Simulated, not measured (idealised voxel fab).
Process module, titled voxel self aligned vias
Cross-section cut: width 185 nm, square cells of 5 nm.
Heads up, the way a cross-section reads in here is a grid of square cells, handed over as bands from the top down, with every band being one or more rows of cells. Band entry format. Leading values: height of top, height of bottom, nm. Remainder: materials in left-to-right order, each with its width in nm. Special words: "everywhere" on a single material, which then fills the band edge to edge; "air", empty space. Ref level 0: as-received wafer is one material below here. Bottom band extends down with no lower bound ("0 -> down"). Width: "30..40" (first number = top row, second number = bottom row, same change from row to row of cells). For the purposes of this document, the phrase "no alteration" attached to a step denotes that no cell within the cross-section was modified by that step. You'll see "Entrapped voids" listing empty spaces that have no way open to the top, as long as they're 8 cells or more; the notation is width x height at distance, where the distance is from the left edge, and all of it is in nm. Step line, after settings: the simulator's comment on this step. A step line may carry the setting "overlay nm", which, for steps involving a mask, states the distance by which the mask lay to the right of its intended position; negative values denote displacement to the left. Pairs, read this way: before one process step on the one hand, after it on the other, the after cross-section ending at the lowest band that changed; the step between, settings included, beneath. Same starting wafer throughout, but possibly different runs of this module, so no pair continues from the pair above unless its entry headed "Before processing step" says so.
Before processing step:
    0 -> down  Si everywhere
    Entrapped voids: none
Structure After Step:
    15 -> 0  SiO2 everywhere
    Unchanged below 0.
    Entrapped voids: none
So what happens between those two cross-sections up there? CONFORMAL_DEP,material SiO2,thk nm 15
Before processing step: see the after view in the pair directly above.
Structure After Step:
    20 -> 15  SiCN everywhere
    Unchanged below 15.
    Entrapped voids: none
So what happens between those two cross-sections up there? CONFORMAL_DEP,material SiCN,thk nm 5
Before processing step: see the after view in the pair directly above.
Structure After Step:
    50 -> 20  SiO2 everywhere
    Unchanged below 20.
    Entrapped voids: none
So what happens between those two cross-sections up there? DIRECTIONAL_DEP,material SiO2,thk nm 30
Before processing step: see the after view in the pair directly above.
Structure After Step:
    65 -> 50  aC everywhere
    Unchanged below 50.
    Entrapped voids: none
So what happens between those two cross-sections up there? DIRECTIONAL_DEP,material aC,thk nm 15
Before processing step: see the after view in the pair directly above.
Structure After Step:
    95 -> 65  resist: 40 / air: 30 / resist: 40 / air: 30 / resist: 45
    Unchanged below 65.
    Entrapped voids: none
So what happens between those two cross-sections up there? PATTERN,tone open,mask id LINES,material resist,width nm 30,pitch nm 70,thk nm 30,overlay nm 0
Before processing step: see the after view in the pair directly above.
Structure After Step:
    80 -> 65  resist: 40 / air: 30 / resist: 40 / air: 30 / resist: 45
    65 -> 50  aC: 40 / air: 30 / aC: 40 / air: 30 / aC: 45
    Unchanged below 50.
    Entrapped voids: none
So what happens between those two cross-sections up there? DIRECTIONAL_ETCH,etch materials aC,depth nm 15
Before processing step: see the after view in the pair directly above.
Structure After Step:
    65 -> 50  aC: 40 / air: 30 / aC: 40 / air: 30 / aC: 45
    Unchanged below 50.
    Entrapped voids: none
So what happens between those two cross-sections up there? STRIP,etch materials resist
Before processing step: see the after view in the pair directly above.
Structure After Step:
    65 -> 50  aC: 40 / air: 30 / aC: 40 / air: 30 / aC: 45
    50 -> 20  SiO2: 40 / air: 30 / SiO2: 40 / air: 30 / SiO2: 45
    Unchanged below 20.
    Entrapped voids: none
So what happens between those two cross-sections up there? DIRECTIONAL_ETCH,etch materials SiO2,depth nm 30
Before processing step: see the after view in the pair directly above.
Structure After Step:
    50 -> 20  SiO2: 40 / air: 30 / SiO2: 40 / air: 30 / SiO2: 45
    Unchanged below 20.
    Entrapped voids: none
So what happens between those two cross-sections up there? STRIP,etch materials aC
Before processing step: see the after view in the pair directly above.
Structure After Step:
    55 -> 50  TiN: 45 / air: 20 / TiN: 50 / air: 20 / TiN: 50
    50 -> 25  SiO2: 40 / TiN: 5 / air: 20 / TiN: 5 / SiO2: 40 / TiN: 5 / air: 20 / TiN: 5 / SiO2: 45
    25 -> 20  SiO2: 40 / TiN: 30 / SiO2: 40 / TiN: 30 / SiO2: 45
    Unchanged below 20.
    Entrapped voids: none
So what happens between those two cross-sections up there? CONFORMAL_DEP,material TiN,thk nm 5
Before processing step: see the after view in the pair directly above.
Structure After Step:
    65 -> 55  W everywhere
    55 -> 50  TiN: 45 / W: 20 / TiN: 50 / W: 20 / TiN: 50
    50 -> 25  SiO2: 40 / TiN: 5 / W: 20 / TiN: 5 / SiO2: 40 / TiN: 5 / W: 20 / TiN: 5 / SiO2: 45
    Unchanged below 25.
    Entrapped voids: none
So what happens between those two cross-sections up there? FILL_DEP,material W,thk nm 10
Before processing step: see the after view in the pair directly above.
Structure After Step:
    50 -> 25  SiO2: 40 / TiN: 5 / W: 20 / TiN: 5 / SiO2: 40 / TiN: 5 / W: 20 / TiN: 5 / SiO2: 45
    Unchanged below 25.
    Entrapped voids: none
So what happens between those two cross-sections up there? CMP,height nm 50
Before processing step: see the after view in the pair directly above.
Structure After Step:
    50 -> 45  SiO2: 40 / air: 30 / SiO2: 40 / air: 30 / SiO2: 45
    Unchanged below 45.
    Entrapped voids: none
So what happens between those two cross-sections up there? SELECTIVE_ETCH,etch materials W Ru TiN,depth nm 5
Before processing step: see the after view in the pair directly above.
Structure After Step:
    55 -> 50  SiN everywhere
    50 -> 45  SiO2: 40 / SiN: 30 / SiO2: 40 / SiN: 30 / SiO2: 45
    Unchanged below 45.
    Entrapped voids: none
So what happens between those two cross-sections up there? FILL_DEP,material SiN,thk nm 5
Before processing step: see the after view in the pair directly above.
Structure After Step:
    50 -> 45  SiO2: 40 / SiN: 30 / SiO2: 40 / SiN: 30 / SiO2: 45
    Unchanged below 45.
    Entrapped voids: none
So what happens between those two cross-sections up there? CMP,height nm 50
Before processing step: see the after view in the pair directly above.
Structure After Step:
    65 -> 50  SiO2 everywhere
    Unchanged below 50.
    Entrapped voids: none
So what happens between those two cross-sections up there? DIRECTIONAL_DEP,material SiO2,thk nm 15
Before processing step: see the after view in the pair directly above.
Structure After Step:
    65 -> 50  SiO2: 35 / air: 40 / SiO2: 30 / air: 40 / SiO2: 40
    Unchanged below 50.
    Entrapped voids: none
So what happens between those two cross-sections up there? MASKED_ETCH,tone open,mask id VIAS,width nm 40,pitch nm 70,etch materials SiO2,depth nm 15,overlay nm 0
Before processing step: see the after view in the pair directly above.
Structure After Step:
    65 -> 50  SiO2: 35 / air: 40 / SiO2: 30 / air: 40 / SiO2: 40
    50 -> 45  SiO2: 40 / air: 30 / SiO2: 40 / air: 30 / SiO2: 45
    Unchanged below 45.
    Entrapped voids: none
So what happens between those two cross-sections up there? MASKED_ETCH,tone open,mask id VIAS,width nm 40,pitch nm 70,etch materials SiN,depth nm 5,overlay nm 0
Before processing step: see the after view in the pair directly above.
Structure After Step:
    70 -> 65  TiN: 40 / air: 30 / TiN: 40 / air: 30 / TiN: 45
    65 -> 55  SiO2: 35 / TiN: 5 / air: 30 / TiN: 5 / SiO2: 30 / TiN: 5 / air: 30 / TiN: 5 / SiO2: 40
    55 -> 50  SiO2: 35 / TiN: 10 / air: 20 / TiN: 10 / SiO2: 30 / TiN: 10 / air: 20 / TiN: 10 / SiO2: 40
    50 -> 45  SiO2: 40 / TiN: 30 / SiO2: 40 / TiN: 30 / SiO2: 45
    Unchanged below 45.
    Entrapped voids: none
So what happens between those two cross-sections up there? CONFORMAL_DEP,material TiN,thk nm 5
Before processing step: see the after view in the pair directly above.
Structure After Step:
    75 -> 70  W everywhere
    70 -> 65  TiN: 40 / W: 30 / TiN: 40 / W: 30 / TiN: 45
    65 -> 55  SiO2: 35 / TiN: 5 / W: 30 / TiN: 5 / SiO2: 30 / TiN: 5 / W: 30 / TiN: 5 / SiO2: 40
    55 -> 50  SiO2: 35 / TiN: 10 / W: 20 / TiN: 10 / SiO2: 30 / TiN: 10 / W: 20 / TiN: 10 / SiO2: 40
    Unchanged below 50.
    Entrapped voids: none
So what happens between those two cross-sections up there? FILL_DEP,material W,thk nm 5
Before processing step: see the after view in the pair directly above.
Structure After Step:
    65 -> 55  SiO2: 35 / TiN: 5 / W: 30 / TiN: 5 / SiO2: 30 / TiN: 5 / W: 30 / TiN: 5 / SiO2: 40
    Unchanged below 55.
    Entrapped voids: none
So what happens between those two cross-sections up there? CMP,height nm 65
Before processing step: see the after view in the pair directly above.
Structure After Step:
    70 -> 65  SiCN everywhere
    Unchanged below 65.
    Entrapped voids: none
So what happens between those two cross-sections up there? CONFORMAL_DEP,material SiCN,thk nm 5
Before processing step:
    0 -> down  Si everywhere
    Entrapped voids: none
Structure After Step:
    5 -> 0  SiCN everywhere
    Unchanged below 0.
    Entrapped voids: none
So what happens between those two cross-sections up there? CONFORMAL_DEP,material SiCN,thk nm 5
Before processing step: see the after view in the pair directly above.
Structure After Step:
    35 -> 5  SiO2 everywhere
    Unchanged below 5.
    Entrapped voids: none
So what happens between those two cross-sections up there? DIRECTIONAL_DEP,material SiO2,thk nm 30
Before processing step: see the after view in the pair directly above.
Structure After Step:
    50 -> 35  aC everywhere
    Unchanged below 35.
    Entrapped voids: none
So what happens between those two cross-sections up there? DIRECTIONAL_DEP,material aC,thk nm 15
Before processing step: see the after view in the pair directly above.
Structure After Step:
    80 -> 50  resist: 40 / air: 30 / resist: 40 / air: 30 / resist: 45
    Unchanged below 50.
    Entrapped voids: none
So what happens between those two cross-sections up there? PATTERN,tone open,mask id LINES,material resist,width nm 30,pitch nm 70,thk nm 30,overlay nm 0
Before processing step: see the after view in the pair directly above.
Structure After Step:
    65 -> 50  resist: 40 / air: 30 / resist: 40 / air: 30 / resist: 45
    50 -> 35  aC: 40 / air: 30 / aC: 40 / air: 30 / aC: 45
    Unchanged below 35.
    Entrapped voids: none
So what happens between those two cross-sections up there? DIRECTIONAL_ETCH,etch materials aC,depth nm 15
Before processing step: see the after view in the pair directly above.
Structure After Step:
    50 -> 35  aC: 40 / air: 30 / aC: 40 / air: 30 / aC: 45
    Unchanged below 35.
    Entrapped voids: none
So what happens between those two cross-sections up there? STRIP,etch materials resist
Before processing step: see the after view in the pair directly above.
Structure After Step:
    50 -> 35  aC: 40 / air: 30 / aC: 40 / air: 30 / aC: 45
    35 -> 5  SiO2: 40 / air: 30 / SiO2: 40 / air: 30 / SiO2: 45
    Unchanged below 5.
    Entrapped voids: none
So what happens between those two cross-sections up there? DIRECTIONAL_ETCH,etch materials SiO2,depth nm 30
Before processing step: see the after view in the pair directly above.
Structure After Step:
    35 -> 5  SiO2: 40 / air: 30 / SiO2: 40 / air: 30 / SiO2: 45
    Unchanged below 5.
    Entrapped voids: none
So what happens between those two cross-sections up there? STRIP,etch materials aC
Before processing step: see the after view in the pair directly above.
Structure After Step:
    40 -> 35  TiN: 45 / air: 20 / TiN: 50 / air: 20 / TiN: 50
    35 -> 10  SiO2: 40 / TiN: 5 / air: 20 / TiN: 5 / SiO2: 40 / TiN: 5 / air: 20 / TiN: 5 / SiO2: 45
    10 -> 5  SiO2: 40 / TiN: 30 / SiO2: 40 / TiN: 30 / SiO2: 45
    Unchanged below 5.
    Entrapped voids: none
So what happens between those two cross-sections up there? CONFORMAL_DEP,material TiN,thk nm 5
Before processing step: see the after view in the pair directly above.
Structure After Step:
    50 -> 40  W everywhere
    40 -> 35  TiN: 45 / W: 20 / TiN: 50 / W: 20 / TiN: 50
    35 -> 10  SiO2: 40 / TiN: 5 / W: 20 / TiN: 5 / SiO2: 40 / TiN: 5 / W: 20 / TiN: 5 / SiO2: 45
    Unchanged below 10.
    Entrapped voids: none
So what happens between those two cross-sections up there? FILL_DEP,material W,thk nm 10
Before processing step: see the after view in the pair directly above.
Structure After Step:
    45 -> 40  W everywhere
    Unchanged below 40.
    Entrapped voids: none
So what happens between those two cross-sections up there? SELECTIVE_ETCH,etch materials W Ru TiN,depth nm 5
Before processing step: see the after view in the pair directly above.
Structure After Step:
    50 -> 45  SiN everywhere
    Unchanged below 45.
    Entrapped voids: none
So what happens between those two cross-sections up there? FILL_DEP,material SiN,thk nm 5
Before processing step: see the after view in the pair directly above.
Structure After Step:
    65 -> 50  SiO2 everywhere
    Unchanged below 50.
    Entrapped voids: none
So what happens between those two cross-sections up there? DIRECTIONAL_DEP,material SiO2,thk nm 15
Before processing step: see the after view in the pair directly above.
Structure After Step:
    65 -> 50  SiO2: 35 / air: 40 / SiO2: 30 / air: 40 / SiO2: 40
    Unchanged below 50.
    Entrapped voids: none
So what happens between those two cross-sections up there? MASKED_ETCH,tone open,mask id VIAS,width nm 40,pitch nm 70,etch materials SiO2,depth nm 15,overlay nm 0
Before processing step: see the after view in the pair directly above.
Structure After Step:
    65 -> 50  SiO2: 35 / air: 40 / SiO2: 30 / air: 40 / SiO2: 40
    50 -> 45  SiN: 35 / air: 40 / SiN: 30 / air: 40 / SiN: 40
    Unchanged below 45.
    Entrapped voids: none
So what happens between those two cross-sections up there? MASKED_ETCH,tone open,mask id VIAS,width nm 40,pitch nm 70,etch materials SiN,depth nm 5,overlay nm 0
Before processing step: see the after view in the pair directly above.
Structure After Step:
    70 -> 65  TiN: 40 / air: 30 / TiN: 40 / air: 30 / TiN: 45
    65 -> 50  SiO2: 35 / TiN: 5 / air: 30 / TiN: 5 / SiO2: 30 / TiN: 5 / air: 30 / TiN: 5 / SiO2: 40
    50 -> 45  SiN: 35 / TiN: 40 / SiN: 30 / TiN: 40 / SiN: 40
    Unchanged below 45.
    Entrapped voids: none
So what happens between those two cross-sections up there? CONFORMAL_DEP,material TiN,thk nm 5
Before processing step: see the after view in the pair directly above.
Structure After Step:
    75 -> 70  W everywhere
    70 -> 65  TiN: 40 / W: 30 / TiN: 40 / W: 30 / TiN: 45
    65 -> 50  SiO2: 35 / TiN: 5 / W: 30 / TiN: 5 / SiO2: 30 / TiN: 5 / W: 30 / TiN: 5 / SiO2: 40
    Unchanged below 50.
    Entrapped voids: none
So what happens between those two cross-sections up there? FILL_DEP,material W,thk nm 5
Before processing step: see the after view in the pair directly above.
Structure After Step:
    65 -> 50  SiO2: 35 / TiN: 5 / W: 30 / TiN: 5 / SiO2: 30 / TiN: 5 / W: 30 / TiN: 5 / SiO2: 40
    Unchanged below 50.
    Entrapped voids: none
So what happens between those two cross-sections up there? CMP,height nm 65
Before processing step: see the after view in the pair directly above.
Structure After Step:
    70 -> 65  SiCN everywhere
    Unchanged below 65.
    Entrapped voids: none
So what happens between those two cross-sections up there? CONFORMAL_DEP,material SiCN,thk nm 5
Before processing step:
    65 -> 50  SiO2: 35 / air: 40 / SiO2: 30 / air: 40 / SiO2: 40
    50 -> 45  SiO2: 40 / SiN: 30 / SiO2: 40 / SiN: 30 / SiO2: 45
    45 -> 25  SiO2: 40 / TiN: 5 / W: 20 / TiN: 5 / SiO2: 40 / TiN: 5 / W: 20 / TiN: 5 / SiO2: 45
    25 -> 20  SiO2: 40 / TiN: 30 / SiO2: 40 / TiN: 30 / SiO2: 45
    20 -> 15  SiCN everywhere
    15 -> 0  SiO2 everywhere
    0 -> down  Si everywhere
    Entrapped voids: none
Structure After Step:
    65 -> 50  SiO2: 35 / air: 40 / SiO2: 30 / air: 40 / SiO2: 40
    50 -> 45  SiO2: 35 / air: 5 / SiN: 30 / air: 5 / SiO2: 30 / air: 5 / SiN: 30 / air: 5 / SiO2: 40
    45 -> 35  SiO2: 35 / air: 5 / TiN: 5 / W: 20 / TiN: 5 / air: 5 / SiO2: 30 / air: 5 / TiN: 5 / W: 20 / TiN: 5 / air: 5 / SiO2: 40
    Unchanged below 35.
    Entrapped voids: none
So what happens between those two cross-sections up there? MASKED_ETCH,tone open,mask id VIAS,width nm 40,pitch nm 70,etch materials SiO2,depth nm 15,overlay nm 0
Before processing step: see the after view in the pair directly above.
Structure After Step:
    65 -> 45  SiO2: 35 / air: 40 / SiO2: 30 / air: 40 / SiO2: 40
    Unchanged below 45.
    Entrapped voids: none
So what happens between those two cross-sections up there? MASKED_ETCH,tone open,mask id VIAS,width nm 40,pitch nm 70,etch materials SiN,depth nm 5,overlay nm 0
Before processing step: see the after view in the pair directly above.
Structure After Step:
    70 -> 65  TiN: 40 / air: 30 / TiN: 40 / air: 30 / TiN: 45
    65 -> 50  SiO2: 35 / TiN: 5 / air: 30 / TiN: 5 / SiO2: 30 / TiN: 5 / air: 30 / TiN: 5 / SiO2: 40
    50 -> 45  SiO2: 35 / TiN: 40 / SiO2: 30 / TiN: 40 / SiO2: 40
    45 -> 35  SiO2: 35 / TiN: 10 / W: 20 / TiN: 10 / SiO2: 30 / TiN: 10 / W: 20 / TiN: 10 / SiO2: 40
    Unchanged below 35.
    Entrapped voids: none
So what happens between those two cross-sections up there? CONFORMAL_DEP,material TiN,thk nm 5
Before processing step: see the after view in the pair directly above.
Structure After Step:
    75 -> 70  W everywhere
    70 -> 65  TiN: 40 / W: 30 / TiN: 40 / W: 30 / TiN: 45
    65 -> 50  SiO2: 35 / TiN: 5 / W: 30 / TiN: 5 / SiO2: 30 / TiN: 5 / W: 30 / TiN: 5 / SiO2: 40
    Unchanged below 50.
    Entrapped voids: none
So what happens between those two cross-sections up there? FILL_DEP,material W,thk nm 5
Before processing step: see the after view in the pair directly above.
Structure After Step:
    65 -> 50  SiO2: 35 / TiN: 5 / W: 30 / TiN: 5 / SiO2: 30 / TiN: 5 / W: 30 / TiN: 5 / SiO2: 40
    Unchanged below 50.
    Entrapped voids: none
So what happens between those two cross-sections up there? CMP,height nm 65
Before processing step: see the after view in the pair directly above.
Structure After Step:
    70 -> 65  SiCN everywhere
    Unchanged below 65.
    Entrapped voids: none
So what happens between those two cross-sections up there? CONFORMAL_DEP,material SiCN,thk nm 5
Before processing step:
    5 -> 0  SiCN everywhere
    0 -> down  Si everywhere
    Entrapped voids: none
Structure After Step:
    20 -> 5  SiO2 everywhere
    Unchanged below 5.
    Entrapped voids: none
So what happens between those two cross-sections up there? CONFORMAL_DEP,material SiO2,thk nm 15
Before processing step: see the after view in the pair directly above.
Structure After Step:
    50 -> 5  SiO2 everywhere
    Unchanged below 5.
    Entrapped voids: none
So what happens between those two cross-sections up there? DIRECTIONAL_DEP,material SiO2,thk nm 30
Before processing step: see the after view in the pair directly above.
Structure After Step:
    65 -> 50  aC everywhere
    Unchanged below 50.
    Entrapped voids: none
So what happens between those two cross-sections up there? DIRECTIONAL_DEP,material aC,thk nm 15
Before processing step: see the after view in the pair directly above.
Structure After Step:
    95 -> 65  resist: 40 / air: 30 / resist: 40 / air: 30 / resist: 45
    Unchanged below 65.
    Entrapped voids: none
So what happens between those two cross-sections up there? PATTERN,tone open,mask id LINES,material resist,width nm 30,pitch nm 70,thk nm 30,overlay nm 0
Before processing step: see the after view in the pair directly above.
Structure After Step:
    80 -> 65  resist: 40 / air: 30 / resist: 40 / air: 30 / resist: 45
    65 -> 50  aC: 40 / air: 30 / aC: 40 / air: 30 / aC: 45
    Unchanged below 50.
    Entrapped voids: none
So what happens between those two cross-sections up there? DIRECTIONAL_ETCH,etch materials aC,depth nm 15
Before processing step: see the after view in the pair directly above.
Structure After Step:
    65 -> 50  aC: 40 / air: 30 / aC: 40 / air: 30 / aC: 45
    Unchanged below 50.
    Entrapped voids: none
So what happens between those two cross-sections up there? STRIP,etch materials resist
Before processing step: see the after view in the pair directly above.
Structure After Step:
    65 -> 50  aC: 40 / air: 30 / aC: 40 / air: 30 / aC: 45
    50 -> 20  SiO2: 40 / air: 30 / SiO2: 40 / air: 30 / SiO2: 45
    Unchanged below 20.
    Entrapped voids: none
So what happens between those two cross-sections up there? DIRECTIONAL_ETCH,etch materials SiO2,depth nm 30
Before processing step: see the after view in the pair directly above.
Structure After Step:
    50 -> 20  SiO2: 40 / air: 30 / SiO2: 40 / air: 30 / SiO2: 45
    Unchanged below 20.
    Entrapped voids: none
So what happens between those two cross-sections up there? STRIP,etch materials aC
Before processing step: see the after view in the pair directly above.
Structure After Step:
    55 -> 50  TiN: 45 / air: 20 / TiN: 50 / air: 20 / TiN: 50
    50 -> 25  SiO2: 40 / TiN: 5 / air: 20 / TiN: 5 / SiO2: 40 / TiN: 5 / air: 20 / TiN: 5 / SiO2: 45
    25 -> 20  SiO2: 40 / TiN: 30 / SiO2: 40 / TiN: 30 / SiO2: 45
    Unchanged below 20.
    Entrapped voids: none
So what happens between those two cross-sections up there? CONFORMAL_DEP,material TiN,thk nm 5
Before processing step: see the after view in the pair directly above.
Structure After Step:
    65 -> 55  W everywhere
    55 -> 50  TiN: 45 / W: 20 / TiN: 50 / W: 20 / TiN: 50
    50 -> 25  SiO2: 40 / TiN: 5 / W: 20 / TiN: 5 / SiO2: 40 / TiN: 5 / W: 20 / TiN: 5 / SiO2: 45
    Unchanged below 25.
    Entrapped voids: none
So what happens between those two cross-sections up there? FILL_DEP,material W,thk nm 10
Before processing step: see the after view in the pair directly above.
Structure After Step:
    50 -> 25  SiO2: 40 / TiN: 5 / W: 20 / TiN: 5 / SiO2: 40 / TiN: 5 / W: 20 / TiN: 5 / SiO2: 45
    Unchanged below 25.
    Entrapped voids: none
So what happens between those two cross-sections up there? CMP,height nm 50
Before processing step: see the after view in the pair directly above.
Structure After Step:
    50 -> 45  SiO2: 40 / air: 30 / SiO2: 40 / air: 30 / SiO2: 45
    Unchanged below 45.
    Entrapped voids: none
So what happens between those two cross-sections up there? SELECTIVE_ETCH,etch materials W Ru TiN,depth nm 5
Before processing step: see the after view in the pair directly above.
Structure After Step:
    55 -> 50  SiN everywhere
    50 -> 45  SiO2: 40 / SiN: 30 / SiO2: 40 / SiN: 30 / SiO2: 45
    Unchanged below 45.
    Entrapped voids: none
So what happens between those two cross-sections up there? FILL_DEP,material SiN,thk nm 5
Before processing step: see the after view in the pair directly above.
Structure After Step:
    50 -> 45  SiO2: 40 / SiN: 30 / SiO2: 40 / SiN: 30 / SiO2: 45
    Unchanged below 45.
    Entrapped voids: none
So what happens between those two cross-sections up there? CMP,height nm 50
Before processing step: see the after view in the pair directly above.
Structure After Step:
    65 -> 50  SiO2 everywhere
    Unchanged below 50.
    Entrapped voids: none
So what happens between those two cross-sections up there? DIRECTIONAL_DEP,material SiO2,thk nm 15
Before processing step: see the after view in the pair directly above.
Structure After Step:
    65 -> 50  SiO2: 35 / air: 40 / SiO2: 30 / air: 40 / SiO2: 40
    Unchanged below 50.
    Entrapped voids: none
So what happens between those two cross-sections up there? MASKED_ETCH,tone open,mask id VIAS,width nm 40,pitch nm 70,etch materials SiO2,depth nm 15,overlay nm 0
Before processing step: see the after view in the pair directly above.
Structure After Step:
    65 -> 50  SiO2: 35 / air: 40 / SiO2: 30 / air: 40 / SiO2: 40
    50 -> 45  SiO2: 40 / air: 30 / SiO2: 40 / air: 30 / SiO2: 45
    Unchanged below 45.
    Entrapped voids: none
So what happens between those two cross-sections up there? MASKED_ETCH,tone open,mask id VIAS,width nm 40,pitch nm 70,etch materials SiN,depth nm 5,overlay nm 0
Before processing step: see the after view in the pair directly above.
Structure After Step:
    70 -> 65  TiN: 40 / air: 30 / TiN: 40 / air: 30 / TiN: 45
    65 -> 55  SiO2: 35 / TiN: 5 / air: 30 / TiN: 5 / SiO2: 30 / TiN: 5 / air: 30 / TiN: 5 / SiO2: 40
    55 -> 50  SiO2: 35 / TiN: 10 / air: 20 / TiN: 10 / SiO2: 30 / TiN: 10 / air: 20 / TiN: 10 / SiO2: 40
    50 -> 45  SiO2: 40 / TiN: 30 / SiO2: 40 / TiN: 30 / SiO2: 45
    Unchanged below 45.
    Entrapped voids: none
So what happens between those two cross-sections up there? CONFORMAL_DEP,material TiN,thk nm 5
Before processing step: see the after view in the pair directly above.
Structure After Step:
    75 -> 70  W everywhere
    70 -> 65  TiN: 40 / W: 30 / TiN: 40 / W: 30 / TiN: 45
    65 -> 55  SiO2: 35 / TiN: 5 / W: 30 / TiN: 5 / SiO2: 30 / TiN: 5 / W: 30 / TiN: 5 / SiO2: 40
    55 -> 50  SiO2: 35 / TiN: 10 / W: 20 / TiN: 10 / SiO2: 30 / TiN: 10 / W: 20 / TiN: 10 / SiO2: 40
    Unchanged below 50.
    Entrapped voids: none
So what happens between those two cross-sections up there? FILL_DEP,material W,thk nm 5
Before processing step: see the after view in the pair directly above.
Structure After Step:
    65 -> 55  SiO2: 35 / TiN: 5 / W: 30 / TiN: 5 / SiO2: 30 / TiN: 5 / W: 30 / TiN: 5 / SiO2: 40
    Unchanged below 55.
    Entrapped voids: none
So what happens between those two cross-sections up there? CMP,height nm 65
Before processing step: see the after view in the pair directly above.
Structure After Step:
    70 -> 65  SiCN everywhere
    Unchanged below 65.
    Entrapped voids: none
So what happens between those two cross-sections up there? CONFORMAL_DEP,material SiCN,thk nm 5
Before processing step:
    0 -> down  Si everywhere
    Entrapped voids: none
Structure After Step:
    5 -> 0  SiO2 everywhere
    Unchanged below 0.
    Entrapped voids: none
So what happens between those two cross-sections up there? CONFORMAL_DEP,material SiO2,thk nm 5
Before processing step: see the after view in the pair directly above.
Structure After Step:
    10 -> 5  SiCN everywhere
    Unchanged below 5.
    Entrapped voids: none
So what happens between those two cross-sections up there? CONFORMAL_DEP,material SiCN,thk nm 5
Before processing step: see the after view in the pair directly above.
Structure After Step:
    40 -> 10  SiO2 everywhere
    Unchanged below 10.
    Entrapped voids: none
So what happens between those two cross-sections up there? DIRECTIONAL_DEP,material SiO2,thk nm 30
Before processing step: see the after view in the pair directly above.
Structure After Step:
    55 -> 40  aC everywhere
    Unchanged below 40.
    Entrapped voids: none
So what happens between those two cross-sections up there? DIRECTIONAL_DEP,material aC,thk nm 15
Before processing step: see the after view in the pair directly above.
Structure After Step:
    85 -> 55  resist: 40 / air: 30 / resist: 40 / air: 30 / resist: 45
    Unchanged below 55.
    Entrapped voids: none
So what happens between those two cross-sections up there? PATTERN,tone open,mask id LINES,material resist,width nm 30,pitch nm 70,thk nm 30,overlay nm 0
Before processing step: see the after view in the pair directly above.
Structure After Step:
    70 -> 55  resist: 40 / air: 30 / resist: 40 / air: 30 / resist: 45
    55 -> 40  aC: 40 / air: 30 / aC: 40 / air: 30 / aC: 45
    Unchanged below 40.
    Entrapped voids: none
So what happens between those two cross-sections up there? DIRECTIONAL_ETCH,etch materials aC,depth nm 15
Before processing step: see the after view in the pair directly above.
Structure After Step:
    55 -> 40  aC: 40 / air: 30 / aC: 40 / air: 30 / aC: 45
    Unchanged below 40.
    Entrapped voids: none
So what happens between those two cross-sections up there? STRIP,etch materials resist
Before processing step: see the after view in the pair directly above.
Structure After Step:
    55 -> 40  aC: 40 / air: 30 / aC: 40 / air: 30 / aC: 45
    40 -> 10  SiO2: 40 / air: 30 / SiO2: 40 / air: 30 / SiO2: 45
    Unchanged below 10.
    Entrapped voids: none
So what happens between those two cross-sections up there? DIRECTIONAL_ETCH,etch materials SiO2,depth nm 30
Before processing step: see the after view in the pair directly above.
Structure After Step:
    40 -> 10  SiO2: 40 / air: 30 / SiO2: 40 / air: 30 / SiO2: 45
    Unchanged below 10.
    Entrapped voids: none
So what happens between those two cross-sections up there? STRIP,etch materials aC
Before processing step: see the after view in the pair directly above.
Structure After Step:
    45 -> 40  TiN: 45 / air: 20 / TiN: 50 / air: 20 / TiN: 50
    40 -> 15  SiO2: 40 / TiN: 5 / air: 20 / TiN: 5 / SiO2: 40 / TiN: 5 / air: 20 / TiN: 5 / SiO2: 45
    15 -> 10  SiO2: 40 / TiN: 30 / SiO2: 40 / TiN: 30 / SiO2: 45
    Unchanged below 10.
    Entrapped voids: none
So what happens between those two cross-sections up there? CONFORMAL_DEP,material TiN,thk nm 5
Before processing step: see the after view in the pair directly above.
Structure After Step:
    55 -> 45  W everywhere
    45 -> 40  TiN: 45 / W: 20 / TiN: 50 / W: 20 / TiN: 50
    40 -> 15  SiO2: 40 / TiN: 5 / W: 20 / TiN: 5 / SiO2: 40 / TiN: 5 / W: 20 / TiN: 5 / SiO2: 45
    Unchanged below 15.
    Entrapped voids: none
So what happens between those two cross-sections up there? FILL_DEP,material W,thk nm 10
Before processing step: see the after view in the pair directly above.
Structure After Step:
    50 -> 45  W everywhere
    Unchanged below 45.
    Entrapped voids: none
So what happens between those two cross-sections up there? CMP,height nm 50
Before processing step: see the after view in the pair directly above.
Structure After Step:
    45 -> 40  TiN: 45 / W: 20 / TiN: 50 / W: 20 / TiN: 50
    Unchanged below 40.
    Entrapped voids: none
So what happens between those two cross-sections up there? SELECTIVE_ETCH,etch materials W Ru TiN,depth nm 5
Before processing step: see the after view in the pair directly above.
Structure After Step:
    50 -> 45  SiN everywhere
    Unchanged below 45.
    Entrapped voids: none
So what happens between those two cross-sections up there? FILL_DEP,material SiN,thk nm 5
Before processing step: see the after view in the pair directly above.
Structure After Step:
    65 -> 50  SiO2 everywhere
    Unchanged below 50.
    Entrapped voids: none
So what happens between those two cross-sections up there? DIRECTIONAL_DEP,material SiO2,thk nm 15
Before processing step: see the after view in the pair directly above.
Structure After Step:
    65 -> 50  SiO2: 35 / air: 40 / SiO2: 30 / air: 40 / SiO2: 40
    Unchanged below 50.
    Entrapped voids: none
So what happens between those two cross-sections up there? MASKED_ETCH,tone open,mask id VIAS,width nm 40,pitch nm 70,etch materials SiO2,depth nm 15,overlay nm 0
Before processing step: see the after view in the pair directly above.
Structure After Step:
    65 -> 50  SiO2: 35 / air: 40 / SiO2: 30 / air: 40 / SiO2: 40
    50 -> 45  SiN: 35 / air: 40 / SiN: 30 / air: 40 / SiN: 40
    Unchanged below 45.
    Entrapped voids: none
So what happens between those two cross-sections up there? MASKED_ETCH,tone open,mask id VIAS,width nm 40,pitch nm 70,etch materials SiN,depth nm 5,overlay nm 0
Before processing step: see the after view in the pair directly above.
Structure After Step:
    70 -> 65  TiN: 40 / air: 30 / TiN: 40 / air: 30 / TiN: 45
    65 -> 50  SiO2: 35 / TiN: 5 / air: 30 / TiN: 5 / SiO2: 30 / TiN: 5 / air: 30 / TiN: 5 / SiO2: 40
    50 -> 45  SiN: 35 / TiN: 40 / SiN: 30 / TiN: 40 / SiN: 40
    Unchanged below 45.
    Entrapped voids: none
So what happens between those two cross-sections up there? CONFORMAL_DEP,material TiN,thk nm 5
Before processing step: see the after view in the pair directly above.
Structure After Step:
    75 -> 70  W everywhere
    70 -> 65  TiN: 40 / W: 30 / TiN: 40 / W: 30 / TiN: 45
    65 -> 50  SiO2: 35 / TiN: 5 / W: 30 / TiN: 5 / SiO2: 30 / TiN: 5 / W: 30 / TiN: 5 / SiO2: 40
    Unchanged below 50.
    Entrapped voids: none
So what happens between those two cross-sections up there? FILL_DEP,material W,thk nm 5
